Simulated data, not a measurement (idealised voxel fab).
process module | voxel self aligned vias
cross-section cut | 150 nm wide | cells 5 nm
A cross-section is a grid of square cells, given in bands from the top down. A band is one or more rows of cells.
Each band's line starts with the height of the band's top and of its bottom, in nm. Then come its materials from left to right, each with its width in nm. One material with "throughout" fills the band from edge to edge. "air" is empty space.
Height 0 is the level under which the wafer as received is all one material. The lowest band goes on downwards, as in "0 down".
A width such as "30 to 40" changes by the same amount from each row of cells to the next, from the band's top row to its bottom row.
"no change" after a step means that no cell of the cross-section changed.
closed voids: empty space of 8 cells or more with no open way to the top, each as width x height at its distance from the left edge, in nm
after a step's settings: what the simulator itself notes on the step
overlay nm, on a step with a mask: how far to the right of its planned place the mask lay; to the left if negative
plan
1 op RECEIVE | material Si
2 op CONFORMAL_DEP | material SiO2 | thk nm 15
3 op CONFORMAL_DEP | material SiCN | thk nm 5
4 op DIRECTIONAL_DEP | material SiO2 | thk nm 30
5 op PATTERN | tone open | mask id LINES | material resist | width nm 25 | pitch nm 65 | thk nm 15 | overlay nm 0
6 op DIRECTIONAL_ETCH | etch materials SiO2 | depth nm 30
7 op STRIP | etch materials resist
8 op CONFORMAL_DEP | material TiN | thk nm 5
9 op FILL_DEP | material W | thk nm 5
10 op CMP | height nm 50
11 op SELECTIVE_ETCH | etch materials W Ru TiN | depth nm 5
12 op FILL_DEP | material SiN | thk nm 10
13 op CMP | height nm 50
14 op DIRECTIONAL_DEP | material SiO2 | thk nm 15
15 op DIRECTIONAL_DEP | material aC | thk nm 10
16 op PATTERN | tone open | mask id VIAS | material resist | width nm 45 | thk nm 30 | overlay nm 0
17 op DIRECTIONAL_ETCH | etch materials aC | depth nm 10
18 op STRIP | etch materials resist
19 op DIRECTIONAL_ETCH | etch materials SiO2 | depth nm 15
20 op DIRECTIONAL_ETCH | etch materials SiN | depth nm 5
21 op STRIP | etch materials aC
22 op CONFORMAL_DEP | material TiN | thk nm 5
23 op FILL_DEP | material Cu | thk nm 5
24 op CMP | height nm 65
25 op CONFORMAL_DEP | material SiN | thk nm 5
as received, after step 1
  0 down: Si throughout
  closed voids: none
a wafer at the end: this start, this plan, one mistake
  70 to 65: SiN throughout
  65 to 55: SiO2 20 | TiN 5 | Cu 35 | TiN 5 | SiO2 85
  55 to 50: SiO2 20 | TiN 45 | SiO2 85
  50 to 45: SiN 20 | TiN 10 | SiO2 25 | TiN 10 | SiN 30 | SiO2 25 | SiN 30
  45 to 25: W 25 | TiN 5 | SiO2 25 | TiN 5 | W 30 | TiN 5 | SiO2 25 | TiN 5 | W 25
  25 to 20: TiN 30 | SiO2 25 | TiN 40 | SiO2 25 | TiN 30
  20 to 15: SiCN throughout
  15 to 0: SiO2 throughout
  0 down: Si throughout
  closed voids: none
what went wrong: step 5 ran as: op PATTERN | tone cover | mask id LINES | material resist | width nm 25 | pitch nm 65 | thk nm 15 | overlay nm 0
